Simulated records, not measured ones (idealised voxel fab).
Process module, titled voxel released beams
Cross-sectional view cut (width: 285 nm; square cell size: 5 nm).
Cross-sections here: square-cell grids, written as top-down lists of bands, a band being one or more rows of cells. Look at the band entry: it leads with the top's height and the bottom's height in nm. Then it lists the materials left to right, with a width in nm for each. The word "throughout" on a single material says that material fills the band edge to edge. The word "empty" is empty space. Heights are expressed relative to 0, this being the level below which the as-received wafer comprises one material exclusively. The lowest band is unbounded in the downward direction and is denoted as in "0 and below". Width "30..40": first value at the band's top row of cells, second value at its bottom row, equal change from row to row. Reading "same as before" for a step: not a cell of the cross-section changed in it. "Enclosed void list" - sealed voids, min. 8 cells, no opening to top; format: width x height at distance (distance from left edge; nm throughout). On a step's line, text after the settings is the simulator commenting on that step. overlay nm: mask right of planned place by this much (step with mask). Neg. = left.
# The following list gives the planned process steps
1. RECEIVE,material Si
2. CONFORMAL_DEP,material Al2O3,thk nm 5
3. DIRECTIONAL_DEP,material SiO2,thk nm 20
4. MASKED_ETCH,tone open,mask id ANCHOR,width nm 35,etch materials SiO2,depth nm 20,overlay nm 0
5. CONFORMAL_DEP,material polySi,thk nm 15
6. MASKED_ETCH,tone cover,mask id BEAM,width nm 90,etch materials polySi,depth nm 15,overlay nm 0
7. STRIP,etch materials SiO2
# The cross-section here shows the wafer as received, i.e. in its state after step 1
    0 and below | Si throughout
    Enclosed void list: none
# Cross-sectional view of the first of the two wafers upon completion of the module, processed in accordance with the plan
    40 down to 25 | empty=95  polySi=20  empty=5  polySi=65  empty=100
    25 down to 20 | empty=100  polySi=15  empty=5  polySi=15  empty=150
    20 down to 5 | empty=100  polySi=35  empty=150
    5 down to 0 | Al2O3 throughout
    0 and below | Si throughout
    Enclosed void list: none
# End-of-module cross-section of the second wafer: identical starting point and process plan to the first, with one processing mistake
    50 down to 35 | empty=95  polySi=90  empty=100
    35 down to 25 | polySi throughout
    25 down to 5 | SiO2=100  polySi=35  SiO2=150
    5 down to 0 | Al2O3 throughout
    0 and below | Si throughout
    Enclosed void list: none
What broke from the plan during processing? for step 5, the planned setting was not used; the step was instead run as CONFORMAL_DEP,material polySi,thk nm 25
The final cell counts differ between the wafers, with the second having more or fewer of some materials than the first: SiO2 +200; polySi +118
